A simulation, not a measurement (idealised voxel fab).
Process module, titled voxel transistor to metal
We display cut, a cross-section 270 nm in width whose square cells are each 5 nm.
Just so we're on the same page, the cross-sections are grids of square cells, and they're listed out in bands top to bottom, each band one or more rows deep. Each band's line starts with the height of the band's top and of its bottom, in nm. Then come its materials from left to right, each with its width in nm. One material with "all across" fills the band from edge to edge. "empty" is empty space. Ref level 0: as-received wafer is one material below here. Bottom band extends down with no lower bound ("0 -> down"). You'd read "30..40" like this: the band's top row of cells is as wide as the first number, its bottom row is as wide as the second, and going down, every row changes width by the same amount as the row before did. "no alteration" after a step means that no cell of the cross-section changed. "Voids, enclosed" specifies each empty space that is not open to the top and that occupies no fewer than 8 cells, using the form width x height at distance, the distance measured from the left edge and all three quantities in nm. after a step's settings: what the simulator itself notes on the step. Steps that use a mask can have "overlay nm" on their line. It says how far the mask sat to the right of where it was meant to be. Negative means to the left.
Here's what the planned process steps look like:
step 1: RECEIVE with material Si
step 2: CONFORMAL_DEP with material SiO2, thk nm 5
step 3: CONFORMAL_DEP with material SiN, thk nm 10
step 4: DIRECTIONAL_DEP with material aC, thk nm 15
step 5: PATTERN with tone cover, mask id ACTIVE, material resist, width nm 105, pitch nm 135, thk nm 30, overlay nm 0
step 6: DIRECTIONAL_ETCH with etch materials aC, depth nm 15
step 7: STRIP with etch materials resist
step 8: DIRECTIONAL_ETCH with etch materials SiN, depth nm 10
step 9: DIRECTIONAL_ETCH with etch materials SiO2, depth nm 5
step 10: DIRECTIONAL_ETCH with etch materials Si, depth nm 30
step 11: STRIP with etch materials aC
step 12: FILL_DEP with material SiO2, thk nm 10
step 13: CMP with height nm 15
step 14: SELECTIVE_ETCH with etch materials SiO2, depth nm 10
step 15: STRIP with etch materials SiN
step 16: SELECTIVE_ETCH with etch materials SiO2, depth nm 5
step 17: OXIDIZE with depth nm 5
step 18: DIRECTIONAL_DEP with material polySi, thk nm 25
step 19: DIRECTIONAL_DEP with material SiCN, thk nm 15
step 20: MASKED_ETCH with tone cover, mask id GATE, width nm 15, pitch nm 135, etch materials SiCN, depth nm 25, overlay nm 0
step 21: MASKED_ETCH with tone cover, mask id GATE, width nm 15, pitch nm 135, etch materials polySi, depth nm 35, overlay nm 0
step 22: CONFORMAL_DEP with material SiN, thk nm 5
step 23: DIRECTIONAL_ETCH with etch materials SiN, depth nm 5
step 24: DIRECTIONAL_ETCH with etch materials SiO2, depth nm 5
step 25: DIRECTIONAL_ETCH with etch materials Si, depth nm 15
step 26: EPI with material pSi, thk nm 20
step 27: FILL_DEP with material SiO2, thk nm 5
step 28: CMP with height nm 40
step 29: DIRECTIONAL_DEP with material SiO2, thk nm 15
step 30: DIRECTIONAL_DEP with material aC, thk nm 10
step 31: PATTERN with tone open, mask id CONTACT, material resist, width nm 35, thk nm 30, overlay nm 0
step 32: DIRECTIONAL_ETCH with etch materials aC, depth nm 10
step 33: STRIP with etch materials resist
step 34: DIRECTIONAL_ETCH with etch materials SiO2, depth nm 55
step 35: STRIP with etch materials aC
step 36: CONFORMAL_DEP with material TiN, thk nm 5
step 37: FILL_DEP with material W, thk nm 5
step 38: CMP with height nm 55
step 39: DIRECTIONAL_DEP with material TiN, thk nm 5
step 40: DIRECTIONAL_DEP with material W, thk nm 20
step 41: MASKED_ETCH with tone cover, mask id METAL_1, width nm 20, etch materials W, depth nm 20, overlay nm 0
step 42: MASKED_ETCH with tone cover, mask id METAL_1, width nm 20, etch materials TiN, depth nm 5, overlay nm 0
step 43: CONFORMAL_DEP with material SiN, thk nm 5
step 44: FILL_DEP with material SiO2, thk nm 5
step 45: CMP with height nm 80
step 46: CONFORMAL_DEP with material SiCN, thk nm 5
step 47: DIRECTIONAL_DEP with material lowk, thk nm 35
step 48: DIRECTIONAL_DEP with material aC, thk nm 15
step 49: PATTERN with tone open, mask id METAL_2_HOLES, material resist, width nm 15, pitch nm 135, thk nm 35, overlay nm 0
step 50: DIRECTIONAL_ETCH with etch materials aC, depth nm 15
step 51: STRIP with etch materials resist
step 52: DIRECTIONAL_ETCH with etch materials lowk, depth nm 35
step 53: STRIP with etch materials aC
step 54: DIRECTIONAL_DEP with material aC, thk nm 10
step 55: PATTERN with tone open, mask id METAL_2, material resist, width nm 20, pitch nm 135, thk nm 30, overlay nm 0
step 56: DIRECTIONAL_ETCH with etch materials aC, depth nm 10
step 57: STRIP with etch materials resist
step 58: DIRECTIONAL_ETCH with etch materials lowk, depth nm 20
step 59: DIRECTIONAL_ETCH with etch materials SiCN, depth nm 5
step 60: STRIP with etch materials aC
step 61: CONFORMAL_DEP with material TiN, thk nm 5
step 62: FILL_DEP with material Cu, thk nm 5
step 63: CMP with height nm 120
step 64: CONFORMAL_DEP with material SiCN, thk nm 5
Wafer cross-section on receipt, i.e. after step 1:
> 0 -> down = Si all across
> Voids, enclosed: none
Final cross-section, module run with one mistake (start and plan as above):
> 125 -> 120 = SiCN all across
> 120 -> 105 = lowk: 20, then TiN: 5, then Cu: 10, then TiN: 5, then lowk: 115, then TiN: 5, then Cu: 10, then TiN: 5, then lowk: 95
> 105 -> 100 = lowk: 20, then TiN: 5, then Cu: 5, then TiN: 10, then lowk: 115, then TiN: 5, then Cu: 5, then TiN: 10, then lowk: 95
> 100 -> 85 = lowk: 20, then TiN: 5, then Cu: 5, then TiN: 5, then lowk: 120, then TiN: 5, then Cu: 5, then TiN: 5, then lowk: 100
> 85 -> 80 = SiCN: 20, then TiN: 15, then SiCN: 120, then TiN: 15, then SiCN: 100
> 80 -> 60 = SiO2: 15, then SiN: 5, then W: 20, then SiN: 5, then SiO2: 45, then SiN: 5, then W: 20, then SiN: 5, then SiO2: 30, then SiN: 5, then W: 20, then SiN: 5, then SiO2: 45, then SiN: 5, then W: 20, then SiN: 5, then SiO2: 15
> 60 -> 55 = SiN: 20, then TiN: 20, then SiN: 55, then TiN: 20, then SiN: 40, then TiN: 20, then SiN: 55, then TiN: 20, then SiN: 20
> 55 -> 45 = SiO2: 15, then TiN: 5, then W: 25, then TiN: 5, then SiO2: 25, then TiN: 5, then W: 25, then TiN: 5, then SiO2: 40, then TiN: 5, then W: 25, then TiN: 5, then SiO2: 25, then TiN: 5, then W: 25, then TiN: 5, then SiO2: 25
> 45 -> 40 = SiO2: 15, then TiN: 5, then W: 25, then TiN: 5, then SiO2: 25, then TiN: 10, then W: 20, then TiN: 5, then SiO2: 40, then TiN: 5, then W: 25, then TiN: 5, then SiO2: 25, then TiN: 10, then W: 20, then TiN: 5, then SiO2: 25
> 40 -> 25 = SiO2: 15, then TiN: 5, then W: 25, then TiN: 5, then SiO2: 5, then SiN: 5, then SiCN: 15, then SiN: 5, then TiN: 5, then W: 20, then TiN: 5, then SiO2: 40, then TiN: 5, then W: 25, then TiN: 5, then SiO2: 5, then SiN: 5, then SiCN: 15, then SiN: 5, then TiN: 5, then W: 20, then TiN: 5, then SiO2: 25
> 25 -> 20 = SiO2: 15, then TiN: 5, then W: 25, then TiN: 5, then SiO2: 5, then SiN: 5, then polySi: 15, then SiN: 5, then TiN: 5, then W: 20, then TiN: 5, then SiO2: 40, then TiN: 5, then W: 25, then TiN: 5, then SiO2: 5, then SiN: 5, then polySi: 15, then SiN: 5, then TiN: 5, then W: 20, then TiN: 5, then SiO2: 25
> 20 -> 15 = SiO2: 15, then TiN: 5, then W: 10, then TiN: 20, then SiO2: 5, then SiN: 5, then polySi: 15, then SiN: 5, then TiN: 30, then SiO2: 40, then TiN: 5, then W: 10, then TiN: 20, then SiO2: 5, then SiN: 5, then polySi: 15, then SiN: 5, then TiN: 30, then SiO2: 25
> 15 -> 5 = SiO2: 15, then TiN: 5, then W: 10, then TiN: 5, then pSi: 20, then SiN: 5, then polySi: 15, then SiN: 5, then pSi: 20, then TiN: 10, then SiO2: 40, then TiN: 5, then W: 10, then TiN: 5, then pSi: 20, then SiN: 5, then polySi: 15, then SiN: 5, then pSi: 20, then TiN: 10, then SiO2: 25
> 5 -> 0 = SiO2: 15, then TiN: 20, then pSi: 20, then SiN: 5, then polySi: 15, then SiN: 5, then pSi: 20, then TiN: 10, then SiO2: 40, then TiN: 20, then pSi: 20, then SiN: 5, then polySi: 15, then SiN: 5, then pSi: 20, then TiN: 10, then SiO2: 25
> 0 -> -5 = SiO2: 10, then pSi: 45, then SiO2: 25, then pSi: 45, then SiO2: 20, then pSi: 45, then SiO2: 25, then pSi: 45, then SiO2: 10
> -5 -> -20 = SiO2: 15, then pSi: 40, then Si: 25, then pSi: 40, then SiO2: 30, then pSi: 40, then Si: 25, then pSi: 40, then SiO2: 15
> -20 -> -30 = SiO2: 15, then Si: 105, then SiO2: 30, then Si: 105, then SiO2: 15
> -30 -> down = Si all across
> Voids, enclosed: none
Heads up, the wafer didn't run the way we planned it: step 31 ran as: PATTERN with tone open, mask id CONTACT, material resist, width nm 35, thk nm 30, overlay nm -5
